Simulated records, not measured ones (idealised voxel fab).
The following process module bears the name voxel spacer lines.
It is cross-section cut that appears here, measuring 205 nm in width, its square cells being 5 nm in size.
Bands, listed from the top down, are how a cross-section gets written in this document; the cross-section itself is a grid of square cells, and a band is one or more rows of them. A band entry consists of two parts. The first gives the height of the band's top and the height of its bottom, in nm. The rest lists the band's materials from left to right, each with its width in nm. A single material labelled with the word "throughout" fills the band from edge to edge, and the word "blank" marks empty space. Heights are measured from 0, the level below which the as-received wafer is all one material; the lowest band has no bottom and continues downward, written as in "0 nm and below". Top row gets the first number, bottom row gets the second, and each row in between changes by the same step: that is how a band width like "30->40" works. Where a step carries "identical to before", the cross-section came out of it unchanged, cell for cell. "Closed-off voids" specifies each empty space that is not open to the top and that occupies no fewer than 8 cells, using the form width x height at distance, the distance measured from the left edge and all three quantities in nm. On a step's line, text after the settings is the simulator commenting on that step. overlay nm: mask right of planned place by this much (step with mask). Neg. = left.

The following list gives the planned process steps
1,RECEIVE | material Si
2,CONFORMAL_DEP | material Al2O3 | thk nm 5
3,DIRECTIONAL_DEP | material polySi | thk nm 20
4,DIRECTIONAL_DEP | material aC | thk nm 20
5,PATTERN | tone cover | mask id MANDREL | material resist | width nm 25 | pitch nm 70 | thk nm 30 | overlay nm 0
6,DIRECTIONAL_ETCH | etch materials aC | depth nm 20
7,STRIP | etch materials resist
8,CONFORMAL_DEP | material SiN | thk nm 10
9,DIRECTIONAL_ETCH | etch materials SiN | depth nm 10
10,STRIP | etch materials aC
11,DIRECTIONAL_ETCH | etch materials polySi | depth nm 20
12,STRIP | etch materials SiN
13,FILL_DEP | material SiO2 | thk nm 10
14,CMP | height nm 25

Cross-sectional view of the wafer in its as-received condition, corresponding to the state after step 1
> 0 nm and below = Si throughout
> Closed-off voids: none

first wafer at the end, as planned
> 25 nm to 5 nm = SiO2 (45), then polySi (10), then SiO2 (25), then polySi (10), then SiO2 (25), then polySi (10), then SiO2 (25), then polySi (10), then SiO2 (45)
> 5 nm to 0 nm = Al2O3 throughout
> 0 nm and below = Si throughout
> Closed-off voids: none

End-of-module cross-section of the second wafer: identical starting point and process plan to the first, with one processing mistake
> 25 nm to 20 nm = Al2O3 throughout
> 20 nm to 0 nm = polySi throughout
> 0 nm and below = Si throughout
> Closed-off voids: none
Misprocessing identified: steps 2 and 3 run out of order (swapped)
Count the cells at the end and the second wafer has more or fewer of some materials than the first: -132 SiO2 | +132 polySi
